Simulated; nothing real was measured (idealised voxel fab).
This is a process module. Its name is voxel double patterning.
265 nm wide, 5 nm square cells: that's cross-section cut.
In this document a cross-section is written as a grid of square cells. It is given as a series of bands, listed from the top down, and a band is one or more rows of cells. Band entry format. Leading values: height of top, height of bottom, nm. Remainder: materials in left-to-right order, each with its width in nm. Special words: "throughout" on a single material, which then fills the band edge to edge; "empty", empty space. Note: height 0 marks the level under which the wafer is uniformly one material as received. Lowest band unbounded below, written "0 nm and below". You'd read "30->40" like this: the band's top row of cells is as wide as the first number, its bottom row is as wide as the second, and going down, every row changes width by the same amount as the row before did. "remains unaltered" means the step left every cell of the cross-section as it was. Enclosed voids (no open way to top), threshold 8 cells or more, entry "Closed void table", notation width x height at distance, distance from left edge, nm. On a step's line, text after the settings is the simulator commenting on that step. The "overlay nm" setting may appear on a step's line; for a step that uses a mask, it gives how far to the right of its planned position the mask lay, and a negative value indicates the left.
-- Process steps - plan
step 1: RECEIVE: material Si
step 2: CONFORMAL_DEP: material SiO2, thk nm 5
step 3: DIRECTIONAL_DEP: material W, thk nm 15
step 4: DIRECTIONAL_DEP: material SiCN, thk nm 10
step 5: PATTERN: tone open, mask id FIRST, material resist, width nm 15, pitch nm 50, thk nm 20, overlay nm 0
step 6: DIRECTIONAL_ETCH: etch materials SiCN, depth nm 10
step 7: STRIP: etch materials resist
step 8: MASKED_ETCH: tone open, mask id SECOND, width nm 15, pitch nm 50, etch materials SiCN, depth nm 10, overlay nm 0
step 9: DIRECTIONAL_ETCH: etch materials W, depth nm 15
step 10: STRIP: etch materials SiCN
-- First wafer of two (run as planned)
-- as received, after step 1
    0 nm and below | Si throughout
    Closed void table: none
-- Take a look at the wafer's cross-section after step 2
    5 nm to 0 nm | SiO2 throughout
    Everything under 0 stays put, no change at all.
-- Take a look at the wafer's cross-section after step 3
    20 nm to 5 nm | W throughout
    Everything under 5 stays put, no change at all.
-- Take a look at the wafer's cross-section after step 4
    30 nm to 20 nm | SiCN throughout
    Everything under 20 stays put, no change at all.
-- Take a look at the wafer's cross-section after step 5
    50 nm to 30 nm | resist 75  empty 15  resist 35  empty 15  resist 35  empty 15  resist 75
    Everything under 30 stays put, no change at all.
-- Take a look at the wafer's cross-section after step 6
    50 nm to 30 nm | resist 75  empty 15  resist 35  empty 15  resist 35  empty 15  resist 75
    30 nm to 20 nm | SiCN 75  empty 15  SiCN 35  empty 15  SiCN 35  empty 15  SiCN 75
    Everything under 20 stays put, no change at all.
-- Take a look at the wafer's cross-section after step 7
    30 nm to 20 nm | SiCN 75  empty 15  SiCN 35  empty 15  SiCN 35  empty 15  SiCN 75
    Everything under 20 stays put, no change at all.
-- Take a look at the wafer's cross-section after step 8
    30 nm to 20 nm | SiCN 75  empty 15  SiCN 10  empty 15  SiCN 10  empty 15  SiCN 10  empty 15  SiCN 10  empty 15  SiCN 75
    Everything under 20 stays put, no change at all.
-- Take a look at the wafer's cross-section after step 9
    30 nm to 20 nm | SiCN 75  empty 15  SiCN 10  empty 15  SiCN 10  empty 15  SiCN 10  empty 15  SiCN 10  empty 15  SiCN 75
    20 nm to 5 nm | W 75  empty 15  W 10  empty 15  W 10  empty 15  W 10  empty 15  W 10  empty 15  W 75
    Everything under 5 stays put, no change at all.
-- Take a look at the wafer's cross-section after step 10
    20 nm to 5 nm | W 75  empty 15  W 10  empty 15  W 10  empty 15  W 10  empty 15  W 10  empty 15  W 75
    Everything under 5 stays put, no change at all.
-- Wafer two of the pair: same origin, same plan, one error during the run; identical to wafer one up to and including step 1
Second wafer, cut view, end of step 2 per plan: remains unaltered
-- Second wafer, cut view, end of step 3 per plan
    15 nm to 0 nm | W throughout
    Everything under 0 stays put, no change at all.
-- Second wafer, cut view, end of step 4 per plan
    25 nm to 15 nm | SiCN throughout
    Everything under 15 stays put, no change at all.
-- Second wafer, cut view, end of step 5 per plan
    45 nm to 25 nm | resist 75  empty 15  resist 35  empty 15  resist 35  empty 15  resist 75
    Everything under 25 stays put, no change at all.
-- Second wafer, cut view, end of step 6 per plan
    45 nm to 25 nm | resist 75  empty 15  resist 35  empty 15  resist 35  empty 15  resist 75
    25 nm to 15 nm | SiCN 75  empty 15  SiCN 35  empty 15  SiCN 35  empty 15  SiCN 75
    Everything under 15 stays put, no change at all.
-- Second wafer, cut view, end of step 7 per plan
    25 nm to 15 nm | SiCN 75  empty 15  SiCN 35  empty 15  SiCN 35  empty 15  SiCN 75
    Everything under 15 stays put, no change at all.
-- Second wafer, cut view, end of step 8 per plan
    25 nm to 15 nm | SiCN 75  empty 15  SiCN 10  empty 15  SiCN 10  empty 15  SiCN 10  empty 15  SiCN 10  empty 15  SiCN 75
    Everything under 15 stays put, no change at all.
-- Second wafer, cut view, end of step 9 per plan
    25 nm to 15 nm | SiCN 75  empty 15  SiCN 10  empty 15  SiCN 10  empty 15  SiCN 10  empty 15  SiCN 10  empty 15  SiCN 75
    15 nm to 0 nm | W 75  empty 15  W 10  empty 15  W 10  empty 15  W 10  empty 15  W 10  empty 15  W 75
    Everything under 0 stays put, no change at all.
-- Second wafer, cut view, end of step 10 per plan
    15 nm to 0 nm | W 75  empty 15  W 10  empty 15  W 10  empty 15  W 10  empty 15  W 10  empty 15  W 75
    Everything under 0 stays put, no change at all.
Deviation noted in wafer processing: step 2 of the plan did not run at all; it was left out
At the finish, the second wafer shows more or fewer cells for some materials than the first does: SiO2: 53 fewer
